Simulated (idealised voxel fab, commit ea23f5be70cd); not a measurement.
The following is a process module called voxel capacitor over wiring.
For reference, the cross-section in this document is cut, with width 240 nm and square cells of 5 nm.
Cross-section layout: square cells on a grid; listed as bands, top to bottom; a band spans one or more cell rows. First you get the band's top height and its bottom height, in nm, and then the materials it's made of, left to right, with each width in nm. If you see a single material with "everywhere", that one covers the band edge to edge. "blank" is empty space. All heights in this document are referenced to 0, defined as the level beneath which the wafer, as received, consists entirely of one material. The lowest band is not bounded below; it extends indefinitely downward and is written in the form "z 0 and below". Width: "30 to 40" (first number = top row, second number = bottom row, same change from row to row of cells). Basically "no change occurred" means that step didn't change any cell in the cross-section. So "Voids, fully enclosed" is basically the list of trapped voids: any empty space of 8 cells or more that can't reach the top through an opening. They're written width x height at distance, the distance being from the left edge, and it's all nm. Formally, on a step line, whatever follows the settings is a remark that the simulator itself makes on the step. overlay nm: for a step with a mask, the amount by which the mask lay right of where it was planned; a negative amount means left of it.
## Steps in the process plan
1 op RECEIVE | material Si
2 op CONFORMAL_DEP | material SiO2 | thk nm 15
3 op CONFORMAL_DEP | material SiCN | thk nm 5
4 op DIRECTIONAL_DEP | material SiO2 | thk nm 15
5 op PATTERN | tone open | mask id METAL_1 | material resist | width nm 25 | pitch nm 85 | thk nm 15 | overlay nm 0
6 op DIRECTIONAL_ETCH | etch materials SiO2 | depth nm 15
7 op DIRECTIONAL_ETCH | etch materials SiCN | depth nm 5
8 op STRIP | etch materials resist
9 op CONFORMAL_DEP | material TiN | thk nm 5
10 op FILL_DEP | material Ru | thk nm 10
11 op CMP | height nm 35
12 op CONFORMAL_DEP | material SiCN | thk nm 5
13 op DIRECTIONAL_DEP | material lowk | thk nm 10
14 op PATTERN | tone open | mask id PLUG_1 | material resist | width nm 15 | thk nm 20 | overlay nm 0
15 op DIRECTIONAL_ETCH | etch materials lowk | depth nm 10
16 op DIRECTIONAL_ETCH | etch materials SiCN | depth nm 5
17 op STRIP | etch materials resist
18 op EPI | material Ru | thk nm 10
19 op EPI | material Ru | thk nm 5
20 op DIRECTIONAL_DEP | material TiN | thk nm 5
21 op DIRECTIONAL_DEP | material Al2O3 | thk nm 5
22 op DIRECTIONAL_DEP | material TiN | thk nm 5
23 op DIRECTIONAL_DEP | material aC | thk nm 15
24 op PATTERN | tone cover | mask id UPPER_PLATE | material resist | width nm 65 | thk nm 30 | overlay nm 0
25 op DIRECTIONAL_ETCH | etch materials aC | depth nm 15
26 op STRIP | etch materials resist
27 op DIRECTIONAL_ETCH | etch materials TiN | depth nm 5
28 op DIRECTIONAL_ETCH | etch materials Al2O3 | depth nm 5
29 op STRIP | etch materials aC
30 op PATTERN | tone cover | mask id LOWER_PLATE | material resist | width nm 75 | thk nm 20 | overlay nm 0
31 op DIRECTIONAL_ETCH | etch materials TiN | depth nm 5
32 op STRIP | etch materials resist
33 op FILL_DEP | material SiO2 | thk nm 15
34 op CMP | height nm 75
35 op DIRECTIONAL_DEP | material aC | thk nm 15
36 op PATTERN | tone open | mask id PLUG_2 | material resist | width nm 15 | thk nm 35 | overlay nm 0
37 op DIRECTIONAL_ETCH | etch materials aC | depth nm 15
38 op STRIP | etch materials resist
39 op DIRECTIONAL_ETCH | etch materials SiO2 | depth nm 10
40 op STRIP | etch materials aC
41 op CONFORMAL_DEP | material TiN | thk nm 5
42 op FILL_DEP | material W | thk nm 5
43 op CMP | height nm 75
44 op CONFORMAL_DEP | material SiCN | thk nm 5
## This is the cross-section of the wafer as we received it, i.e. after step 1
> z 0 and below  Si everywhere
> Voids, fully enclosed: none
## Cross-section at module end, one run error; start and plan unchanged from above
> z 80 to 75  SiCN everywhere
> z 75 to 70  SiO2=85 / TiN=5 / W=5 / TiN=5 / SiO2=140
> z 70 to 65  SiO2=85 / TiN=15 / SiO2=140
> z 65 to 60  SiO2 everywhere
> z 60 to 55  SiO2=75 / Al2O3=65 / SiO2=100
> z 55 to 50  SiO2=70 / TiN=75 / SiO2=95
> z 50 to 40  lowk=75 / Ru=15 / lowk=150
> z 40 to 35  SiCN=75 / Ru=15 / SiCN=150
> z 35 to 20  SiO2=65 / TiN=5 / Ru=15 / TiN=5 / SiO2=60 / TiN=5 / Ru=15 / TiN=5 / SiO2=65
> z 20 to 15  SiCN=65 / TiN=25 / SiCN=60 / TiN=25 / SiCN=65
> z 15 to 0  SiO2 everywhere
> z 0 and below  Si everywhere
> Voids, fully enclosed: none
The plan and the run diverged here: it should be noted that step 22 of the plan was omitted and was not performed
